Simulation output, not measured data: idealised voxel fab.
The process module presented herein is designated voxel quadruple lines.
Xsec cut, 170 nm wide, square cell size 5 nm.
Think of the cross-section as a grid of square cells. We describe it in bands, top to bottom, and each band covers one or more rows of those cells.
Heads up on the band format: heights come first, top then bottom, in nm. After that it's the materials left to right, each with its width in nm. A single material flagged "everywhere" fills the whole band edge to edge, and "empty" means there's empty space there.
We count height from 0. Below that, the starting wafer is all one material. The lowest band never ends at the bottom but goes on down; see "0 nm and below" for how that is written.
The notation "30..40" denotes a width that varies across the rows of cells in the band, beginning at the first number in the top row, finishing at the second number in the bottom row, and changing by an identical amount from each row to the next.
Key: "nothing different" - step with no changed cell in the cross-section.
"Enclosed void list": empty spaces of 8 cells or more with no open way to the top, each given as width x height at distance, distance from the left edge, all in nm.
On each step's line, the part that comes after the settings is the simulator's own comment on the step.
Among the settings permitted on a step's line is "overlay nm"; applied to a step with a mask, it specifies the extent to which the mask lay to the right of its planned position, whereas a negative figure signifies a position to the left.
[List of planned process steps]
1. RECEIVE, material Si
2. CONFORMAL_DEP, material Al2O3, thk nm 5
3. DIRECTIONAL_DEP, material W, thk nm 10
4. DIRECTIONAL_DEP, material polySi, thk nm 15
5. DIRECTIONAL_DEP, material aC, thk nm 20
6. PATTERN, tone cover, mask id MANDREL, material resist, width nm 20, pitch nm 60, thk nm 30, overlay nm 0
7. DIRECTIONAL_ETCH, etch materials aC, depth nm 20
8. STRIP, etch materials resist
9. CONFORMAL_DEP, material SiO2, thk nm 10
10. DIRECTIONAL_ETCH, etch materials SiO2, depth nm 10
11. STRIP, etch materials aC
12. DIRECTIONAL_ETCH, etch materials polySi, depth nm 15
13. STRIP, etch materials SiO2
14. CONFORMAL_DEP, material SiCN, thk nm 5
15. DIRECTIONAL_ETCH, etch materials SiCN, depth nm 5
16. STRIP, etch materials polySi
17. DIRECTIONAL_ETCH, etch materials W, depth nm 10
18. STRIP, etch materials SiCN
19. FILL_DEP, material SiO2, thk nm 10
20. CMP, height nm 15
[Cross-section, incoming material, after step 1]
- 0 nm and below: Si everywhere
- Enclosed void list: none
[End-of-module cross-section. Starting structure and process plan as above; one mistake made in running it]
- 15 nm to 5 nm: SiO2 35 nm, then W 5 nm, then SiO2 10 nm, then W 5 nm, then SiO2 5 nm, then W 5 nm, then SiO2 10 nm, then W 5 nm, then SiO2 15 nm, then W 5 nm, then SiO2 10 nm, then W 5 nm, then SiO2 5 nm, then W 5 nm, then SiO2 10 nm, then W 5 nm, then SiO2 30 nm
- 5 nm to 0 nm: Al2O3 everywhere
- 0 nm and below: Si everywhere
- Enclosed void list: none
Plan not followed: so step 6 ended up running with a different setting than we planned, it ran as PATTERN, tone cover, mask id MANDREL, material resist, width nm 15, pitch nm 60, thk nm 30, overlay nm 0
